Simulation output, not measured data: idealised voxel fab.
Module name: voxel self aligned vias (process module)
For reference, the cross-section in this document is cut, with width 245 nm and square cells of 5 nm.
In this document a cross-section is written as a grid of square cells. It is given as a series of bands, listed from the top down, and a band is one or more rows of cells. What a band's entry tells you: where the top is and where the bottom is, as heights in nm, and after that what lies inside, material by material from left to right, each with its width in nm. Empty space is written as the word "air", and a single material marked with the word "edge to edge" occupies the band from edge to edge. The level at which height equals 0 is the one under which the wafer, as it arrives, is entirely one material. No lower edge exists for the bottom band, which continues downward and is notated as in "0..down". A two-number width, for instance "30 to 40", indicates that the width is equal to the first number in the top row of the band and to the second number in the bottom row, and that it changes by a constant amount per row of cells. Basically "no modification" means that step didn't change any cell in the cross-section. Under "Closed void catalog" you'll find the enclosed gaps, the ones with no way out to the top, that are 8 cells or bigger; each reads width x height at distance, with distance counted from the left edge, everything in nm. Heads up: the bit after the settings on a step's line is the simulator's remark on that step. overlay nm: right-of-plan distance of the mask on a masked step; negative values mean left-of-plan.
### Below is the list of planned process steps
| 1 | RECEIVE [material Si] |
| 2 | CONFORMAL_DEP [material SiO2] [thk nm 15] |
| 3 | CONFORMAL_DEP [material SiCN] [thk nm 5] |
| 4 | DIRECTIONAL_DEP [material lowk] [thk nm 25] |
| 5 | DIRECTIONAL_DEP [material aC] [thk nm 15] |
| 6 | PATTERN [tone open] [mask id LINES] [material resist] [width nm 20] [pitch nm 70] [thk nm 30] [overlay nm 0] |
| 7 | DIRECTIONAL_ETCH [etch materials aC] [depth nm 15] |
| 8 | STRIP [etch materials resist] |
| 9 | DIRECTIONAL_ETCH [etch materials lowk] [depth nm 25] |
| 10 | STRIP [etch materials aC] |
| 11 | CONFORMAL_DEP [material TiN] [thk nm 5] |
| 12 | FILL_DEP [material W] [thk nm 10] |
| 13 | CMP [height nm 45] |
| 14 | SELECTIVE_ETCH [etch materials W Ru TiN] [depth nm 10] |
| 15 | FILL_DEP [material SiN] [thk nm 5] |
| 16 | CMP [height nm 45] |
| 17 | DIRECTIONAL_DEP [material lowk] [thk nm 20] |
| 18 | DIRECTIONAL_DEP [material aC] [thk nm 15] |
| 19 | PATTERN [tone open] [mask id VIAS] [material resist] [width nm 40] [pitch nm 70] [thk nm 35] [overlay nm 0] |
| 20 | DIRECTIONAL_ETCH [etch materials aC] [depth nm 15] |
| 21 | STRIP [etch materials resist] |
| 22 | DIRECTIONAL_ETCH [etch materials lowk] [depth nm 20] |
| 23 | DIRECTIONAL_ETCH [etch materials SiN] [depth nm 10] |
| 24 | STRIP [etch materials aC] |
| 25 | CONFORMAL_DEP [material TiN] [thk nm 5] |
| 26 | FILL_DEP [material Cu] [thk nm 5] |
| 27 | CMP [height nm 65] |
| 28 | CONFORMAL_DEP [material SiCN] [thk nm 5] |
### Cross-section of the wafer at receipt, which is the condition after step 1
* 0..down = Si edge to edge
* Closed void catalog: none
### a wafer at the end: this start, this plan, one mistake
* 70..65 = SiCN edge to edge
* 65..50 = lowk=30; TiN=5; Cu=30; TiN=5; lowk=30; TiN=5; Cu=30; TiN=5; lowk=30; TiN=5; Cu=30; TiN=5; lowk=35
* 50..45 = lowk=30; TiN=40; lowk=30; TiN=40; lowk=30; TiN=40; lowk=35
* 45..40 = SiCN edge to edge
* 40..15 = lowk edge to edge
* 15..0 = SiO2 edge to edge
* 0..down = Si edge to edge
* Closed void catalog: none
The plan and the run diverged here: deviation from plan: step 4 and step 3 executed in one another's positions
